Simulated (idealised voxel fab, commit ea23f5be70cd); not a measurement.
The following is a process module called voxel wiring stack.
Cross-section cut spans 250 nm and uses square cells 5 nm in size.
Cross-section, as written here: a square-cell grid given band by band from the top down, where a band holds one or more rows of cells.
In this notation a band is specified by the heights of its top and bottom, in that order and in nm, after which its materials appear from left to right, each paired with its width in nm. The word "full width" attached to a single material means that material fills the band from edge to edge; the word "empty" stands for empty space.
The level at which height equals 0 is the one under which the wafer, as it arrives, is entirely one material. No lower edge exists for the bottom band, which continues downward and is notated as in "from 0 down".
The expression "30..40" gives the width at the extremes of the band, the first number at its top row of cells and the second at its bottom row, with the width changing by equal amounts from each row to the next in between.
The cross-section has no changed cell in any step marked "nothing altered".
Heads up: "Closed void table" only lists the empty pockets with no open path to the top that are 8 cells or more, and it writes them as width x height at distance, distance from the left edge, in nm.
Heads up: the bit after the settings on a step's line is the simulator's remark on that step.
overlay nm: right-of-plan distance of the mask on a masked step; negative values mean left-of-plan.

# This section lists the process steps that were planned
1. op RECEIVE | material Si
2. op CONFORMAL_DEP | material SiO2 | thk nm 10
3. op CONFORMAL_DEP | material SiCN | thk nm 5
4. op DIRECTIONAL_DEP | material lowk | thk nm 15
5. op DIRECTIONAL_DEP | material aC | thk nm 15
6. op PATTERN | tone open | mask id METAL_1 | material resist | width nm 20 | pitch nm 40 | thk nm 35 | overlay nm 0
7. op DIRECTIONAL_ETCH | etch materials aC | depth nm 15
8. op STRIP | etch materials resist
9. op DIRECTIONAL_ETCH | etch materials lowk | depth nm 15
10. op DIRECTIONAL_ETCH | etch materials SiCN | depth nm 5
11. op STRIP | etch materials aC
12. op CONFORMAL_DEP | material TiN | thk nm 5
13. op FILL_DEP | material W | thk nm 5
14. op CMP | height nm 30
15. op CONFORMAL_DEP | material SiCN | thk nm 5
16. op DIRECTIONAL_DEP | material SiO2 | thk nm 10
17. op DIRECTIONAL_DEP | material aC | thk nm 10
18. op PATTERN | tone open | mask id PLUG_1 | material resist | width nm 15 | pitch nm 40 | thk nm 30 | overlay nm 0
19. op DIRECTIONAL_ETCH | etch materials aC | depth nm 10
20. op STRIP | etch materials resist
21. op DIRECTIONAL_ETCH | etch materials SiO2 | depth nm 10
22. op DIRECTIONAL_ETCH | etch materials SiCN | depth nm 5
23. op STRIP | etch materials aC
24. op CONFORMAL_DEP | material TiN | thk nm 5
25. op FILL_DEP | material Cu | thk nm 10
26. op CMP | height nm 45
27. op CONFORMAL_DEP | material SiCN | thk nm 5
28. op DIRECTIONAL_DEP | material SiO2 | thk nm 15
29. op DIRECTIONAL_DEP | material aC | thk nm 15
30. op PATTERN | tone open | mask id METAL_2 | material resist | width nm 20 | pitch nm 40 | thk nm 35 | overlay nm 0
31. op DIRECTIONAL_ETCH | etch materials aC | depth nm 15
32. op STRIP | etch materials resist
33. op DIRECTIONAL_ETCH | etch materials SiO2 | depth nm 15
34. op DIRECTIONAL_ETCH | etch materials SiCN | depth nm 5
35. op STRIP | etch materials aC
36. op CONFORMAL_DEP | material TiN | thk nm 5
37. op FILL_DEP | material Ru | thk nm 5
38. op CMP | height nm 65
39. op CONFORMAL_DEP | material SiCN | thk nm 5
40. op DIRECTIONAL_DEP | material lowk | thk nm 35
41. op DIRECTIONAL_DEP | material aC | thk nm 10
42. op PATTERN | tone open | mask id METAL_3_HOLES | material resist | width nm 15 | pitch nm 40 | thk nm 25 | overlay nm 0
43. op DIRECTIONAL_ETCH | etch materials aC | depth nm 10
44. op STRIP | etch materials resist
45. op DIRECTIONAL_ETCH | etch materials lowk | depth nm 35
46. op STRIP | etch materials aC
47. op PATTERN | tone open | mask id METAL_3 | material resist | width nm 20 | pitch nm 40 | thk nm 20 | overlay nm 0
48. op DIRECTIONAL_ETCH | etch materials lowk | depth nm 20
49. op DIRECTIONAL_ETCH | etch materials SiCN | depth nm 5
50. op STRIP | etch materials resist
51. op CONFORMAL_DEP | material TiN | thk nm 5
52. op FILL_DEP | material Cu | thk nm 5
53. op CMP | height nm 105
54. op CONFORMAL_DEP | material SiN | thk nm 5

# Cross-section of the wafer at receipt, which is the condition after step 1
* from 0 down  Si full width
* Closed void table: none

# End-of-module cross-section. Starting structure and process plan as above; one mistake made in running it
* from 110 to 105  SiN full width
* from 105 to 90  lowk=75 | TiN=5 | Cu=10 | TiN=5 | lowk=20 | TiN=5 | Cu=10 | TiN=5 | lowk=20 | TiN=5 | Cu=10 | TiN=5 | lowk=75
* from 90 to 85  lowk=75 | TiN=5 | Cu=5 | TiN=10 | lowk=20 | TiN=5 | Cu=5 | TiN=10 | lowk=20 | TiN=5 | Cu=5 | TiN=10 | lowk=75
* from 85 to 70  lowk=75 | TiN=5 | Cu=5 | TiN=5 | lowk=25 | TiN=5 | Cu=5 | TiN=5 | lowk=25 | TiN=5 | Cu=5 | TiN=5 | lowk=80
* from 70 to 65  SiCN=75 | TiN=15 | SiCN=25 | TiN=15 | SiCN=25 | TiN=15 | SiCN=80
* from 65 to 50  Ru full width
* from 50 to 45  SiCN full width
* from 45 to 35  SiO2=75 | TiN=5 | Cu=5 | TiN=5 | SiO2=25 | TiN=5 | Cu=5 | TiN=5 | SiO2=25 | TiN=5 | Cu=5 | TiN=5 | SiO2=80
* from 35 to 30  SiCN=75 | TiN=15 | SiCN=25 | TiN=15 | SiCN=25 | TiN=15 | SiCN=80
* from 30 to 15  lowk=75 | TiN=5 | W=10 | TiN=5 | lowk=20 | TiN=5 | W=10 | TiN=5 | lowk=20 | TiN=5 | W=10 | TiN=5 | lowk=75
* from 15 to 10  SiCN=75 | TiN=20 | SiCN=20 | TiN=20 | SiCN=20 | TiN=20 | SiCN=75
* from 10 to 0  SiO2 full width
* from 0 down  Si full width
* Closed void table: none
Against the plan, the run slipped here: planned and actual differ for step 28; actual: op DIRECTIONAL_DEP | material Ru | thk nm 15
